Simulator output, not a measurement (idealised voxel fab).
Presented below is a process module, voxel double patterning.
In the cross-section labelled cut, the width is 180 nm and each square cell is 5 nm.
Cross-section spec: square-cell grid; bands listed top down; each band is one or more rows.
Each band's line starts with the height of the band's top and of its bottom, in nm. Then come its materials from left to right, each with its width in nm. One material with "everywhere" fills the band from edge to edge. "empty" is empty space.
Heads up on the height convention: 0 is the point under which the incoming wafer is all one material, and the lowest band has no bottom, it just keeps going down, like "0 nm and below".
A two-number width, for instance "30->40", indicates that the width is equal to the first number in the top row of the band and to the second number in the bottom row, and that it changes by a constant amount per row of cells.
Step marked "no alterations made"? Then no cell in the cross-section changed in it.
In "Closed cavities" the enclosed voids are listed, meaning empty spaces of 8 cells or larger without any opening to the top. The form is width x height at distance, distance from the left edge, units nm.
Heads up: the bit after the settings on a step's line is the simulator's remark on that step.
For masked steps, "overlay nm" on the step line gives how far right of plan the mask actually lay; a minus sign means it lay to the left.

This section lists the process steps that were planned
1: RECEIVE (material Si)
2: CONFORMAL_DEP (material SiO2; thk nm 5)
3: DIRECTIONAL_DEP (material W; thk nm 10)
4: DIRECTIONAL_DEP (material SiCN; thk nm 5)
5: MASKED_ETCH (tone open; mask id FIRST; width nm 15; pitch nm 50; etch materials SiCN; depth nm 5; overlay nm 0)
6: PATTERN (tone open; mask id SECOND; material resist; width nm 15; pitch nm 50; thk nm 15; overlay nm 0)
7: DIRECTIONAL_ETCH (etch materials SiCN; depth nm 5)
8: STRIP (etch materials resist)
9: DIRECTIONAL_ETCH (etch materials W; depth nm 20)
10: STRIP (etch materials SiCN)
Don't read the plan's thk nm for step 3 as applying to every wafer: that's the first wafer's value, and the wafers differ in it, though they all start identical.

Step 1 complete: as-received cross-section of the first of several wafers
* 0 nm and below | Si everywhere
* Closed cavities: none

Here is the cross-section of the first of several wafers at the end of the module, after its last step, step 10
* 15 nm to 5 nm | W 30 nm  empty 15 nm  W 10 nm  empty 15 nm  W 10 nm  empty 15 nm  W 10 nm  empty 15 nm  W 10 nm  empty 15 nm  W 35 nm
* 5 nm to 0 nm | SiO2 everywhere
* 0 nm and below | Si everywhere
* Closed cavities: none

Module end, final wafer: cross-section
* 40 nm to 20 nm | W 30 nm  empty 15 nm  W 10 nm  empty 15 nm  W 10 nm  empty 15 nm  W 10 nm  empty 15 nm  W 10 nm  empty 15 nm  W 35 nm
* 20 nm to 5 nm | W everywhere
* 5 nm to 0 nm | SiO2 everywhere
* 0 nm and below | Si everywhere
* Closed cavities: none

The rows of the table below are wafers. Looking at the end of the module, a row counts, for every material, the cells the wafer has gained, shown as (+), or lost, shown as (-), since it was received; its closed voids come next
thk nm 10; +36 SiO2; +42 W; Closed cavities: none
thk nm 15; +36 SiO2; +63 W; Closed cavities: none
thk nm 20; +36 SiO2; +84 W; Closed cavities: none
thk nm 25; +36 SiO2; +120 W; Closed cavities: none
thk nm 30; +36 SiO2; +156 W; Closed cavities: none
thk nm 35; +36 SiO2; +192 W; Closed cavities: none
